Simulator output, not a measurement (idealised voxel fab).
This section sets out a process module, namely voxel transistor to metal.
Section cut is 215 nm wide and gridded with 5 nm square cells.
In this document a cross-section is written as a grid of square cells. It is given as a series of bands, listed from the top down, and a band is one or more rows of cells.
Heads up on the band format: heights come first, top then bottom, in nm. After that it's the materials left to right, each with its width in nm. A single material flagged "full width" fills the whole band edge to edge, and "air" means there's empty space there.
We count height from 0. Below that, the starting wafer is all one material. The lowest band never ends at the bottom but goes on down; see "top 0, no bottom" for how that is written.
Quick explanation for "30..40": the width changes in equal steps down the rows of cells, from the first number in the band's top row to the second number in its bottom row.
For the purposes of this document, the phrase "no change occurred" attached to a step denotes that no cell within the cross-section was modified by that step.
In the "Closed void roster" entry, you get each enclosed empty space of 8 cells or more, one with no open way to the top, written width x height at distance, distance from the left edge, in nm.
On each step's line, the part that comes after the settings is the simulator's own comment on the step.
overlay nm: mask right of planned place by this much (step with mask). Neg. = left.
So here's the lineup of process steps we planned
1) RECEIVE, material Si
2) CONFORMAL_DEP, material SiO2, thk nm 5
3) CONFORMAL_DEP, material SiN, thk nm 15
4) MASKED_ETCH, tone cover, mask id ACTIVE, width nm 100, etch materials SiN, depth nm 15, overlay nm 0
5) MASKED_ETCH, tone cover, mask id ACTIVE, width nm 100, etch materials SiO2, depth nm 5, overlay nm 0
6) MASKED_ETCH, tone cover, mask id ACTIVE, width nm 100, etch materials Si, depth nm 20, overlay nm 0
7) OXIDIZE, depth nm 5
8) FILL_DEP, material SiO2, thk nm 10
9) CMP, height nm 20
10) SELECTIVE_ETCH, etch materials SiO2, depth nm 10
11) STRIP, etch materials SiN
12) SELECTIVE_ETCH, etch materials SiO2, depth nm 5
13) OXIDIZE, depth nm 5
14) DIRECTIONAL_DEP, material polySi, thk nm 30
15) DIRECTIONAL_DEP, material SiCN, thk nm 15
16) DIRECTIONAL_DEP, material aC, thk nm 10
17) PATTERN, tone cover, mask id GATE, material resist, width nm 20, thk nm 25, overlay nm 0
18) DIRECTIONAL_ETCH, etch materials aC, depth nm 10
19) STRIP, etch materials resist
20) DIRECTIONAL_ETCH, etch materials SiCN, depth nm 25
21) DIRECTIONAL_ETCH, etch materials polySi, depth nm 40
22) STRIP, etch materials aC
23) CONFORMAL_DEP, material SiO2, thk nm 5
24) DIRECTIONAL_ETCH, etch materials SiO2, depth nm 5
25) CONFORMAL_DEP, material SiN, thk nm 10
26) DIRECTIONAL_ETCH, etch materials SiN, depth nm 10
27) DIRECTIONAL_ETCH, etch materials SiO2, depth nm 5
28) EPI, material SiGe, thk nm 5
29) FILL_DEP, material SiO2, thk nm 10
30) CMP, height nm 45
31) DIRECTIONAL_DEP, material SiO2, thk nm 15
32) DIRECTIONAL_DEP, material aC, thk nm 10
33) PATTERN, tone open, mask id CONTACT, material resist, width nm 30, pitch nm 60, thk nm 30, overlay nm 0
34) DIRECTIONAL_ETCH, etch materials aC, depth nm 10
35) STRIP, etch materials resist
36) DIRECTIONAL_ETCH, etch materials SiO2, depth nm 60
37) STRIP, etch materials aC
38) CONFORMAL_DEP, material TiN, thk nm 5
39) FILL_DEP, material Ru, thk nm 5
40) CMP, height nm 60
41) DIRECTIONAL_DEP, material TiN, thk nm 5
42) DIRECTIONAL_DEP, material Ru, thk nm 15
43) MASKED_ETCH, tone cover, mask id METAL_1, width nm 20, pitch nm 70, etch materials Ru, depth nm 15, overlay nm 0
44) MASKED_ETCH, tone cover, mask id METAL_1, width nm 20, pitch nm 70, etch materials TiN, depth nm 5, overlay nm 0
45) CONFORMAL_DEP, material SiN, thk nm 5
46) FILL_DEP, material lowk, thk nm 5
47) CMP, height nm 80
48) CONFORMAL_DEP, material SiCN, thk nm 5
49) DIRECTIONAL_DEP, material SiO2, thk nm 25
50) MASKED_ETCH, tone open, mask id METAL_2, width nm 20, pitch nm 70, etch materials SiO2, depth nm 15, overlay nm 0
51) MASKED_ETCH, tone open, mask id METAL_2_HOLES, width nm 15, pitch nm 70, etch materials SiO2, depth nm 10, overlay nm 0
52) MASKED_ETCH, tone open, mask id METAL_2_HOLES, width nm 15, pitch nm 70, etch materials SiCN, depth nm 5, overlay nm 0
53) CONFORMAL_DEP, material TiN, thk nm 5
54) FILL_DEP, material Cu, thk nm 5
55) CMP, height nm 110
56) CONFORMAL_DEP, material SiCN, thk nm 5
So, the first of our two wafers, run just as we planned it
Cross-section of the wafer at receipt, which is the condition after step 1
- top 0, no bottom = Si full width
- Closed void roster: none
Step 2 complete: cross-section through the wafer
- top 5, bottom 0 = SiO2 full width
- Below 0, the layers are the same as they were.
Step 3 complete: cross-section through the wafer
- top 20, bottom 5 = SiN full width
- Below 5, the layers are the same as they were.
Step 4 complete: cross-section through the wafer
- top 20, bottom 5 = air (55), SiN (100), air (60)
- Below 5, the layers are the same as they were.
Step 5 complete: cross-section through the wafer
- top 20, bottom 5 = air (55), SiN (100), air (60)
- top 5, bottom 0 = air (55), SiO2 (100), air (60)
- Below 0, the layers are the same as they were.
Step 6 complete: cross-section through the wafer
- top 20, bottom 5 = air (55), SiN (100), air (60)
- top 5, bottom 0 = air (55), SiO2 (100), air (60)
- top 0, bottom -20 = air (55), Si (100), air (60)
- Below -20, the layers are the same as they were.
Step 7 complete: cross-section through the wafer
- top 20, bottom 5 = air (55), SiN (100), air (60)
- top 5, bottom 0 = air (55), SiO2 (100), air (60)
- top 0, bottom -20 = air (55), SiO2 (5), Si (90), SiO2 (5), air (60)
- top -20, bottom -25 = SiO2 (60), Si (90), SiO2 (65)
- Below -25, the layers are the same as they were.
Step 8 complete: cross-section through the wafer
- top 30, bottom 20 = SiO2 full width
- top 20, bottom 5 = SiO2 (55), SiN (100), SiO2 (60)
- top 5, bottom 0 = SiO2 full width
- top 0, bottom -25 = SiO2 (60), Si (90), SiO2 (65)
- Below -25, the layers are the same as they were.
Step 9 complete: cross-section through the wafer
- top 20, bottom 5 = SiO2 (55), SiN (100), SiO2 (60)
- Below 5, the layers are the same as they were.
Step 10 complete: cross-section through the wafer
- top 20, bottom 10 = air (55), SiN (100), air (60)
- Below 10, the layers are the same as they were.
Step 11 complete: cross-section through the wafer
- top 10, bottom 5 = SiO2 (55), air (100), SiO2 (60)
- Below 5, the layers are the same as they were.
Step 12 complete: cross-section through the wafer
- top 5, bottom 0 = SiO2 (50), air (110), SiO2 (55)
- Below 0, the layers are the same as they were.
Step 13 complete: cross-section through the wafer
- top 5, bottom 0 = SiO2 (50), air (110), SiO2 (55)
- top 0, bottom -5 = SiO2 full width
- Below -5, the layers are the same as they were.
Step 14 complete: cross-section through the wafer
- top 35, bottom 30 = polySi (50), air (110), polySi (55)
- top 30, bottom 5 = polySi full width
- top 5, bottom 0 = SiO2 (50), polySi (110), SiO2 (55)
- Below 0, the layers are the same as they were.
Step 15 complete: cross-section through the wafer
- top 50, bottom 45 = SiCN (50), air (110), SiCN (55)
- top 45, bottom 35 = SiCN full width
- top 35, bottom 30 = polySi (50), SiCN (110), polySi (55)
- Below 30, the layers are the same as they were.
Step 16 complete: cross-section through the wafer
- top 60, bottom 55 = aC (50), air (110), aC (55)
- top 55, bottom 50 = aC full width
- top 50, bottom 45 = SiCN (50), aC (110), SiCN (55)
- Below 45, the layers are the same as they were.
Step 17 complete: cross-section through the wafer
- top 85, bottom 60 = air (95), resist (20), air (100)
- top 60, bottom 55 = aC (50), air (45), resist (20), air (45), aC (55)
- Below 55, the layers are the same as they were.
Step 18 complete: cross-section through the wafer
- top 75, bottom 55 = air (95), resist (20), air (100)
- top 55, bottom 50 = air (95), aC (20), air (100)
- top 50, bottom 45 = SiCN (50), air (45), aC (20), air (45), SiCN (55)
- Below 45, the layers are the same as they were.
Step 19 complete: cross-section through the wafer
- top 55, bottom 50 = air (95), aC (20), air (100)
- Below 50, the layers are the same as they were.
Step 20 complete: cross-section through the wafer
- top 55, bottom 45 = air (95), aC (20), air (100)
- top 45, bottom 35 = air (95), SiCN (20), air (100)
- top 35, bottom 30 = polySi (50), air (45), SiCN (20), air (45), polySi (55)
- Below 30, the layers are the same as they were.
Step 21 complete: cross-section through the wafer
- top 55, bottom 45 = air (95), aC (20), air (100)
- top 45, bottom 30 = air (95), SiCN (20), air (100)
- top 30, bottom 5 = air (95), polySi (20), air (100)
- top 5, bottom 0 = SiO2 (50), air (45), polySi (20), air (45), SiO2 (55)
- Below 0, the layers are the same as they were.
Step 22 complete: cross-section through the wafer
- top 45, bottom 30 = air (95), SiCN (20), air (100)
- Below 30, the layers are the same as they were.
Step 23 complete: cross-section through the wafer
- top 50, bottom 45 = air (90), SiO2 (30), air (95)
- top 45, bottom 30 = air (90), SiO2 (5), SiCN (20), SiO2 (5), air (95)
- top 30, bottom 10 = air (90), SiO2 (5), polySi (20), SiO2 (5), air (95)
- top 10, bottom 5 = SiO2 (55), air (35), SiO2 (5), polySi (20), SiO2 (5), air (35), SiO2 (60)
- top 5, bottom 0 = SiO2 (95), polySi (20), SiO2 (100)
- Below 0, the layers are the same as they were.
Step 24 complete: cross-section through the wafer
- top 45, bottom 30 = air (90), SiO2 (5), SiCN (20), SiO2 (5), air (95)
- top 30, bottom 5 = air (90), SiO2 (5), polySi (20), SiO2 (5), air (95)
- top 5, bottom 0 = SiO2 (55), air (35), SiO2 (5), polySi (20), SiO2 (5), air (35), SiO2 (60)
- Below 0, the layers are the same as they were.
Step 25 complete: cross-section through the wafer
- top 55, bottom 45 = air (80), SiN (50), air (85)
- top 45, bottom 30 = air (80), SiN (10), SiO2 (5), SiCN (20), SiO2 (5), SiN (10), air (85)
- top 30, bottom 15 = air (80), SiN (10), SiO2 (5), polySi (20), SiO2 (5), SiN (10), air (85)
- top 15, bottom 10 = SiN (65), air (15), SiN (10), SiO2 (5), polySi (20), SiO2 (5), SiN (10), air (15), SiN (70)
- top 10, bottom 5 = SiN (90), SiO2 (5), polySi (20), SiO2 (5), SiN (95)
- top 5, bottom 0 = SiO2 (55), SiN (35), SiO2 (5), polySi (20), SiO2 (5), SiN (35), SiO2 (60)
- Below 0, the layers are the same as they were.
Step 26 complete: cross-section through the wafer
- top 45, bottom 30 = air (80), SiN (10), SiO2 (5), SiCN (20), SiO2 (5), SiN (10), air (85)
- top 30, bottom 5 = air (80), SiN (10), SiO2 (5), polySi (20), SiO2 (5), SiN (10), air (85)
- top 5, bottom 0 = SiO2 (55), SiN (10), air (15), SiN (10), SiO2 (5), polySi (20), SiO2 (5), SiN (10), air (15), SiN (10), SiO2 (60)
- Below 0, the layers are the same as they were.
Step 27 complete: cross-section through the wafer
- top 45, bottom 40 = air (80), SiN (10), air (5), SiCN (20), air (5), SiN (10), air (85)
- top 40, bottom 30 = air (80), SiN (10), SiO2 (5), SiCN (20), SiO2 (5), SiN (10), air (85)
- top 30, bottom 5 = air (80), SiN (10), SiO2 (5), polySi (20), SiO2 (5), SiN (10), air (85)
- top 5, bottom 0 = air (55), SiN (10), air (15), SiN (10), SiO2 (5), polySi (20), SiO2 (5), SiN (10), air (15), SiN (10), air (60)
- top 0, bottom -5 = SiO2 (65), air (15), SiO2 (50), air (15), SiO2 (70)
- Below -5, the layers are the same as they were.
Step 28 complete: cross-section through the wafer
- top 45, bottom 40 = air (80), SiN (10), air (5), SiCN (20), air (5), SiN (10), air (85)
- top 40, bottom 30 = air (80), SiN (10), SiO2 (5), SiCN (20), SiO2 (5), SiN (10), air (85)
- top 30, bottom 5 = air (80), SiN (10), SiO2 (5), polySi (20), SiO2 (5), SiN (10), air (85)
- top 5, bottom 0 = air (55), SiN (10), air (15), SiN (10), SiO2 (5), polySi (20), SiO2 (5), SiN (10), air (15), SiN (10), air (60)
- top 0, bottom -5 = SiO2 (65), SiGe (15), SiO2 (50), SiGe (15), SiO2 (70)
- Below -5, the layers are the same as they were.
Step 29 complete: cross-section through the wafer
- top 55, bottom 45 = SiO2 full width
- top 45, bottom 30 = SiO2 (80), SiN (10), SiO2 (5), SiCN (20), SiO2 (5), SiN (10), SiO2 (85)
- top 30, bottom 5 = SiO2 (80), SiN (10), SiO2 (5), polySi (20), SiO2 (5), SiN (10), SiO2 (85)
- top 5, bottom 0 = SiO2 (55), SiN (10), SiO2 (15), SiN (10), SiO2 (5), polySi (20), SiO2 (5), SiN (10), SiO2 (15), SiN (10), SiO2 (60)
- Below 0, the layers are the same as they were.
Step 30 complete: cross-section through the wafer
- top 45, bottom 30 = SiO2 (80), SiN (10), SiO2 (5), SiCN (20), SiO2 (5), SiN (10), SiO2 (85)
- Below 30, the layers are the same as they were.
Step 31 complete: cross-section through the wafer
- top 60, bottom 45 = SiO2 full width
- Below 45, the layers are the same as they were.
Step 32 complete: cross-section through the wafer
- top 70, bottom 60 = aC full width
- Below 60, the layers are the same as they were.
Step 33 complete: cross-section through the wafer
- top 100, bottom 70 = resist (60), air (30), resist (30), air (30), resist (65)
- Below 70, the layers are the same as they were.
Step 34 complete: cross-section through the wafer
- top 90, bottom 70 = resist (60), air (30), resist (30), air (30), resist (65)
- top 70, bottom 60 = aC (60), air (30), aC (30), air (30), aC (65)
- Below 60, the layers are the same as they were.
Step 35 complete: cross-section through the wafer
- top 70, bottom 60 = aC (60), air (30), aC (30), air (30), aC (65)
- Below 60, the layers are the same as they were.
Step 36 complete: cross-section through the wafer
- top 70, bottom 60 = aC (60), air (30), aC (30), air (30), aC (65)
- top 60, bottom 45 = SiO2 (60), air (30), SiO2 (30), air (30), SiO2 (65)
- top 45, bottom 30 = SiO2 (60), air (20), SiN (10), SiO2 (5), SiCN (20), SiO2 (5), SiN (10), air (20), SiO2 (65)
- top 30, bottom 5 = SiO2 (60), air (20), SiN (10), SiO2 (5), polySi (20), SiO2 (5), SiN (10), air (20), SiO2 (65)
- top 5, bottom 0 = SiO2 (55), SiN (10), air (15), SiN (10), SiO2 (5), polySi (20), SiO2 (5), SiN (10), air (15), SiN (10), SiO2 (60)
- Below 0, the layers are the same as they were.
Step 37 complete: cross-section through the wafer
- top 60, bottom 45 = SiO2 (60), air (30), SiO2 (30), air (30), SiO2 (65)
- Below 45, the layers are the same as they were.
Step 38 complete: cross-section through the wafer
- top 65, bottom 60 = TiN (65), air (20), TiN (40), air (20), TiN (70)
- top 60, bottom 50 = SiO2 (60), TiN (5), air (20), TiN (5), SiO2 (30), TiN (5), air (20), TiN (5), SiO2 (65)
- top 50, bottom 45 = SiO2 (60), TiN (5), air (10), TiN (15), SiO2 (30), TiN (15), air (10), TiN (5), SiO2 (65)
- top 45, bottom 30 = SiO2 (60), TiN (5), air (10), TiN (5), SiN (10), SiO2 (5), SiCN (20), SiO2 (5), SiN (10), TiN (5), air (10), TiN (5), SiO2 (65)
- top 30, bottom 10 = SiO2 (60), TiN (5), air (10), TiN (5), SiN (10), SiO2 (5), polySi (20), SiO2 (5), SiN (10), TiN (5), air (10), TiN (5), SiO2 (65)
- top 10, bottom 5 = SiO2 (60), TiN (10), air (5), TiN (5), SiN (10), SiO2 (5), polySi (20), SiO2 (5), SiN (10), TiN (5), air (5), TiN (10), SiO2 (65)
- top 5, bottom 0 = SiO2 (55), SiN (10), TiN (15), SiN (10), SiO2 (5), polySi (20), SiO2 (5), SiN (10), TiN (15), SiN (10), SiO2 (60)
- Below 0, the layers are the same as they were.
Step 39 complete: cross-section through the wafer
- top 70, bottom 65 = Ru full width
- top 65, bottom 60 = TiN (65), Ru (20), TiN (40), Ru (20), TiN (70)
- top 60, bottom 50 = SiO2 (60), TiN (5), Ru (20), TiN (5), SiO2 (30), TiN (5), Ru (20), TiN (5), SiO2 (65)
- top 50, bottom 45 = SiO2 (60), TiN (5), Ru (10), TiN (15), SiO2 (30), TiN (15), Ru (10), TiN (5), SiO2 (65)
- top 45, bottom 30 = SiO2 (60), TiN (5), Ru (10), TiN (5), SiN (10), SiO2 (5), SiCN (20), SiO2 (5), SiN (10), TiN (5), Ru (10), TiN (5), SiO2 (65)
- top 30, bottom 10 = SiO2 (60), TiN (5), Ru (10), TiN (5), SiN (10), SiO2 (5), polySi (20), SiO2 (5), SiN (10), TiN (5), Ru (10), TiN (5), SiO2 (65)
- top 10, bottom 5 = SiO2 (60), TiN (10), Ru (5), TiN (5), SiN (10), SiO2 (5), polySi (20), SiO2 (5), SiN (10), TiN (5), Ru (5), TiN (10), SiO2 (65)
- Below 5, the layers are the same as they were.
Step 40 complete: cross-section through the wafer
- top 60, bottom 50 = SiO2 (60), TiN (5), Ru (20), TiN (5), SiO2 (30), TiN (5), Ru (20), TiN (5), SiO2 (65)
- Below 50, the layers are the same as they were.
Step 41 complete: cross-section through the wafer
- top 65, bottom 60 = TiN full width
- Below 60, the layers are the same as they were.
Step 42 complete: cross-section through the wafer
- top 80, bottom 65 = Ru full width
- Below 65, the layers are the same as they were.
Step 43 complete: cross-section through the wafer
- top 80, bottom 65 = air (60), Ru (20), air (50), Ru (20), air (65)
- Below 65, the layers are the same as they were.
Step 44 complete: cross-section through the wafer
- top 80, bottom 65 = air (60), Ru (20), air (50), Ru (20), air (65)
- top 65, bottom 60 = air (60), TiN (20), air (50), TiN (20), air (65)
- Below 60, the layers are the same as they were.
Step 45 complete: cross-section through the wafer
- top 85, bottom 80 = air (55), SiN (30), air (40), SiN (30), air (60)
- top 80, bottom 65 = air (55), SiN (5), Ru (20), SiN (5), air (40), SiN (5), Ru (20), SiN (5), air (60)
- top 65, bottom 60 = SiN (60), TiN (20), SiN (50), TiN (20), SiN (65)
- Below 60, the layers are the same as they were.
Step 46 complete: cross-section through the wafer
- top 90, bottom 85 = lowk full width
- top 85, bottom 80 = lowk (55), SiN (30), lowk (40), SiN (30), lowk (60)
- top 80, bottom 65 = lowk (55), SiN (5), Ru (20), SiN (5), lowk (40), SiN (5), Ru (20), SiN (5), lowk (60)
- Below 65, the layers are the same as they were.
Step 47 complete: cross-section through the wafer
- top 80, bottom 65 = lowk (55), SiN (5), Ru (20), SiN (5), lowk (40), SiN (5), Ru (20), SiN (5), lowk (60)
- Below 65, the layers are the same as they were.
Step 48 complete: cross-section through the wafer
- top 85, bottom 80 = SiCN full width
- Below 80, the layers are the same as they were.
Step 49 complete: cross-section through the wafer
- top 110, bottom 85 = SiO2 full width
- Below 85, the layers are the same as they were.
Step 50 complete: cross-section through the wafer
- top 110, bottom 95 = SiO2 (60), air (20), SiO2 (50), air (20), SiO2 (65)
- Below 95, the layers are the same as they were.
Step 51 complete: cross-section through the wafer
- top 110, bottom 95 = SiO2 (60), air (20), SiO2 (50), air (20), SiO2 (65)
- top 95, bottom 85 = SiO2 (60), air (15), SiO2 (55), air (15), SiO2 (70)
- Below 85, the layers are the same as they were.
Step 52 complete: cross-section through the wafer
- top 110, bottom 95 = SiO2 (60), air (20), SiO2 (50), air (20), SiO2 (65)
- top 95, bottom 85 = SiO2 (60), air (15), SiO2 (55), air (15), SiO2 (70)
- top 85, bottom 80 = SiCN (60), air (15), SiCN (55), air (15), SiCN (70)
- Below 80, the layers are the same as they were.
Step 53 complete: cross-section through the wafer
- top 115, bottom 110 = TiN (65), air (10), TiN (60), air (10), TiN (70)
- top 110, bottom 100 = SiO2 (60), TiN (5), air (10), TiN (5), SiO2 (50), TiN (5), air (10), TiN (5), SiO2 (65)
- top 100, bottom 95 = SiO2 (60), TiN (5), air (5), TiN (10), SiO2 (50), TiN (5), air (5), TiN (10), SiO2 (65)
- top 95, bottom 85 = SiO2 (60), TiN (5), air (5), TiN (5), SiO2 (55), TiN (5), air (5), TiN (5), SiO2 (70)
- top 85, bottom 80 = SiCN (60), TiN (15), SiCN (55), TiN (15), SiCN (70)
- Below 80, the layers are the same as they were.
Step 54 complete: cross-section through the wafer
- top 120, bottom 115 = Cu full width
- top 115, bottom 110 = TiN (65), Cu (10), TiN (60), Cu (10), TiN (70)
- top 110, bottom 100 = SiO2 (60), TiN (5), Cu (10), TiN (5), SiO2 (50), TiN (5), Cu (10), TiN (5), SiO2 (65)
- top 100, bottom 95 = SiO2 (60), TiN (5), Cu (5), TiN (10), SiO2 (50), TiN (5), Cu (5), TiN (10), SiO2 (65)
- top 95, bottom 85 = SiO2 (60), TiN (5), Cu (5), TiN (5), SiO2 (55), TiN (5), Cu (5), TiN (5), SiO2 (70)
- Below 85, the layers are the same as they were.
Step 55 complete: cross-section through the wafer
- top 110, bottom 100 = SiO2 (60), TiN (5), Cu (10), TiN (5), SiO2 (50), TiN (5), Cu (10), TiN (5), SiO2 (65)
- Below 100, the layers are the same as they were.
Step 56 complete: cross-section through the wafer
- top 115, bottom 110 = SiCN full width
- Below 110, the layers are the same as they were.
Wafer two of the pair: same origin, same plan, one error during the run; identical to wafer one up to and including step 24
Cross-section: second wafer, time at which step 25 was scheduled to end: no change occurred
Cross-section: second wafer, time at which step 26 was scheduled to end: no change occurred
Cross-section: second wafer, time at which step 27 was scheduled to end
- top 45, bottom 40 = air (95), SiCN (20), air (100)
- top 40, bottom 30 = air (90), SiO2 (5), SiCN (20), SiO2 (5), air (95)
- top 30, bottom 0 = air (90), SiO2 (5), polySi (20), SiO2 (5), air (95)
- top 0, bottom -5 = SiO2 (55), air (35), SiO2 (30), air (35), SiO2 (60)
- Below -5, the layers are the same as they were.
Cross-section: second wafer, time at which step 28 was scheduled to end
- top 45, bottom 40 = air (95), SiCN (20), air (100)
- top 40, bottom 30 = air (90), SiO2 (5), SiCN (20), SiO2 (5), air (95)
- top 30, bottom 0 = air (90), SiO2 (5), polySi (20), SiO2 (5), air (95)
- top 0, bottom -5 = SiO2 (55), SiGe (35), SiO2 (30), SiGe (35), SiO2 (60)
- Below -5, the layers are the same as they were.
Cross-section: second wafer, time at which step 29 was scheduled to end
- top 55, bottom 45 = SiO2 full width
- top 45, bottom 30 = SiO2 (95), SiCN (20), SiO2 (100)
- top 30, bottom 0 = SiO2 (95), polySi (20), SiO2 (100)
- Below 0, the layers are the same as they were.
Cross-section: second wafer, time at which step 30 was scheduled to end
- top 45, bottom 30 = SiO2 (95), SiCN (20), SiO2 (100)
- Below 30, the layers are the same as they were.
Cross-section: second wafer, time at which step 31 was scheduled to end
- top 60, bottom 45 = SiO2 full width
- Below 45, the layers are the same as they were.
Cross-section: second wafer, time at which step 32 was scheduled to end
- top 70, bottom 60 = aC full width
- Below 60, the layers are the same as they were.
Cross-section: second wafer, time at which step 33 was scheduled to end
- top 100, bottom 70 = resist (60), air (30), resist (30), air (30), resist (65)
- Below 70, the layers are the same as they were.
Cross-section: second wafer, time at which step 34 was scheduled to end
- top 90, bottom 70 = resist (60), air (30), resist (30), air (30), resist (65)
- top 70, bottom 60 = aC (60), air (30), aC (30), air (30), aC (65)
- Below 60, the layers are the same as they were.
Cross-section: second wafer, time at which step 35 was scheduled to end
- top 70, bottom 60 = aC (60), air (30), aC (30), air (30), aC (65)
- Below 60, the layers are the same as they were.
Cross-section: second wafer, time at which step 36 was scheduled to end
- top 70, bottom 60 = aC (60), air (30), aC (30), air (30), aC (65)
- top 60, bottom 45 = SiO2 (60), air (30), SiO2 (30), air (30), SiO2 (65)
- top 45, bottom 30 = SiO2 (60), air (30), SiO2 (5), SiCN (20), SiO2 (5), air (30), SiO2 (65)
- top 30, bottom 0 = SiO2 (60), air (30), SiO2 (5), polySi (20), SiO2 (5), air (30), SiO2 (65)
- Below 0, the layers are the same as they were.
Cross-section: second wafer, time at which step 37 was scheduled to end
- top 60, bottom 45 = SiO2 (60), air (30), SiO2 (30), air (30), SiO2 (65)
- Below 45, the layers are the same as they were.
Cross-section: second wafer, time at which step 38 was scheduled to end
- top 65, bottom 60 = TiN (65), air (20), TiN (40), air (20), TiN (70)
- top 60, bottom 45 = SiO2 (60), TiN (5), air (20), TiN (5), SiO2 (30), TiN (5), air (20), TiN (5), SiO2 (65)
- top 45, bottom 30 = SiO2 (60), TiN (5), air (20), TiN (5), SiO2 (5), SiCN (20), SiO2 (5), TiN (5), air (20), TiN (5), SiO2 (65)
- top 30, bottom 5 = SiO2 (60), TiN (5), air (20), TiN (5), SiO2 (5), polySi (20), SiO2 (5), TiN (5), air (20), TiN (5), SiO2 (65)
- top 5, bottom 0 = SiO2 (60), TiN (30), SiO2 (5), polySi (20), SiO2 (5), TiN (30), SiO2 (65)
- Below 0, the layers are the same as they were.
Cross-section: second wafer, time at which step 39 was scheduled to end
- top 70, bottom 65 = Ru full width
- top 65, bottom 60 = TiN (65), Ru (20), TiN (40), Ru (20), TiN (70)
- top 60, bottom 45 = SiO2 (60), TiN (5), Ru (20), TiN (5), SiO2 (30), TiN (5), Ru (20), TiN (5), SiO2 (65)
- top 45, bottom 30 = SiO2 (60), TiN (5), Ru (20), TiN (5), SiO2 (5), SiCN (20), SiO2 (5), TiN (5), Ru (20), TiN (5), SiO2 (65)
- top 30, bottom 5 = SiO2 (60), TiN (5), Ru (20), TiN (5), SiO2 (5), polySi (20), SiO2 (5), TiN (5), Ru (20), TiN (5), SiO2 (65)
- Below 5, the layers are the same as they were.
Cross-section: second wafer, time at which step 40 was scheduled to end
- top 60, bottom 45 = SiO2 (60), TiN (5), Ru (20), TiN (5), SiO2 (30), TiN (5), Ru (20), TiN (5), SiO2 (65)
- Below 45, the layers are the same as they were.
Cross-section: second wafer, time at which step 41 was scheduled to end
- top 65, bottom 60 = TiN full width
- Below 60, the layers are the same as they were.
Cross-section: second wafer, time at which step 42 was scheduled to end
- top 80, bottom 65 = Ru full width
- Below 65, the layers are the same as they were.
Cross-section: second wafer, time at which step 43 was scheduled to end
- top 80, bottom 65 = air (60), Ru (20), air (50), Ru (20), air (65)
- Below 65, the layers are the same as they were.
Cross-section: second wafer, time at which step 44 was scheduled to end
- top 80, bottom 65 = air (60), Ru (20), air (50), Ru (20), air (65)
- top 65, bottom 60 = air (60), TiN (20), air (50), TiN (20), air (65)
- Below 60, the layers are the same as they were.
Cross-section: second wafer, time at which step 45 was scheduled to end
- top 85, bottom 80 = air (55), SiN (30), air (40), SiN (30), air (60)
- top 80, bottom 65 = air (55), SiN (5), Ru (20), SiN (5), air (40), SiN (5), Ru (20), SiN (5), air (60)
- top 65, bottom 60 = SiN (60), TiN (20), SiN (50), TiN (20), SiN (65)
- Below 60, the layers are the same as they were.
Cross-section: second wafer, time at which step 46 was scheduled to end
- top 90, bottom 85 = lowk full width
- top 85, bottom 80 = lowk (55), SiN (30), lowk (40), SiN (30), lowk (60)
- top 80, bottom 65 = lowk (55), SiN (5), Ru (20), SiN (5), lowk (40), SiN (5), Ru (20), SiN (5), lowk (60)
- Below 65, the layers are the same as they were.
Cross-section: second wafer, time at which step 47 was scheduled to end
- top 80, bottom 65 = lowk (55), SiN (5), Ru (20), SiN (5), lowk (40), SiN (5), Ru (20), SiN (5), lowk (60)
- Below 65, the layers are the same as they were.
Cross-section: second wafer, time at which step 48 was scheduled to end
- top 85, bottom 80 = SiCN full width
- Below 80, the layers are the same as they were.
Cross-section: second wafer, time at which step 49 was scheduled to end
- top 110, bottom 85 = SiO2 full width
- Below 85, the layers are the same as they were.
Cross-section: second wafer, time at which step 50 was scheduled to end
- top 110, bottom 95 = SiO2 (60), air (20), SiO2 (50), air (20), SiO2 (65)
- Below 95, the layers are the same as they were.
Cross-section: second wafer, time at which step 51 was scheduled to end
- top 110, bottom 95 = SiO2 (60), air (20), SiO2 (50), air (20), SiO2 (65)
- top 95, bottom 85 = SiO2 (60), air (15), SiO2 (55), air (15), SiO2 (70)
- Below 85, the layers are the same as they were.
Cross-section: second wafer, time at which step 52 was scheduled to end
- top 110, bottom 95 = SiO2 (60), air (20), SiO2 (50), air (20), SiO2 (65)
- top 95, bottom 85 = SiO2 (60), air (15), SiO2 (55), air (15), SiO2 (70)
- top 85, bottom 80 = SiCN (60), air (15), SiCN (55), air (15), SiCN (70)
- Below 80, the layers are the same as they were.
Cross-section: second wafer, time at which step 53 was scheduled to end
- top 115, bottom 110 = TiN (65), air (10), TiN (60), air (10), TiN (70)
- top 110, bottom 100 = SiO2 (60), TiN (5), air (10), TiN (5), SiO2 (50), TiN (5), air (10), TiN (5), SiO2 (65)
- top 100, bottom 95 = SiO2 (60), TiN (5), air (5), TiN (10), SiO2 (50), TiN (5), air (5), TiN (10), SiO2 (65)
- top 95, bottom 85 = SiO2 (60), TiN (5), air (5), TiN (5), SiO2 (55), TiN (5), air (5), TiN (5), SiO2 (70)
- top 85, bottom 80 = SiCN (60), TiN (15), SiCN (55), TiN (15), SiCN (70)
- Below 80, the layers are the same as they were.
Cross-section: second wafer, time at which step 54 was scheduled to end
- top 120, bottom 115 = Cu full width
- top 115, bottom 110 = TiN (65), Cu (10), TiN (60), Cu (10), TiN (70)
- top 110, bottom 100 = SiO2 (60), TiN (5), Cu (10), TiN (5), SiO2 (50), TiN (5), Cu (10), TiN (5), SiO2 (65)
- top 100, bottom 95 = SiO2 (60), TiN (5), Cu (5), TiN (10), SiO2 (50), TiN (5), Cu (5), TiN (10), SiO2 (65)
- top 95, bottom 85 = SiO2 (60), TiN (5), Cu (5), TiN (5), SiO2 (55), TiN (5), Cu (5), TiN (5), SiO2 (70)
- Below 85, the layers are the same as they were.
Cross-section: second wafer, time at which step 55 was scheduled to end
- top 110, bottom 100 = SiO2 (60), TiN (5), Cu (10), TiN (5), SiO2 (50), TiN (5), Cu (10), TiN (5), SiO2 (65)
- Below 100, the layers are the same as they were.
Cross-section: second wafer, time at which step 56 was scheduled to end
- top 115, bottom 110 = SiCN full width
- Below 110, the layers are the same as they were.
What broke from the plan during processing? the plan's step 25 was left out and never carried out
Heads up, by the end the second wafer has more or fewer cells of some materials compared to the first: Ru +38; SiGe +8; SiN -40; SiO2 -6
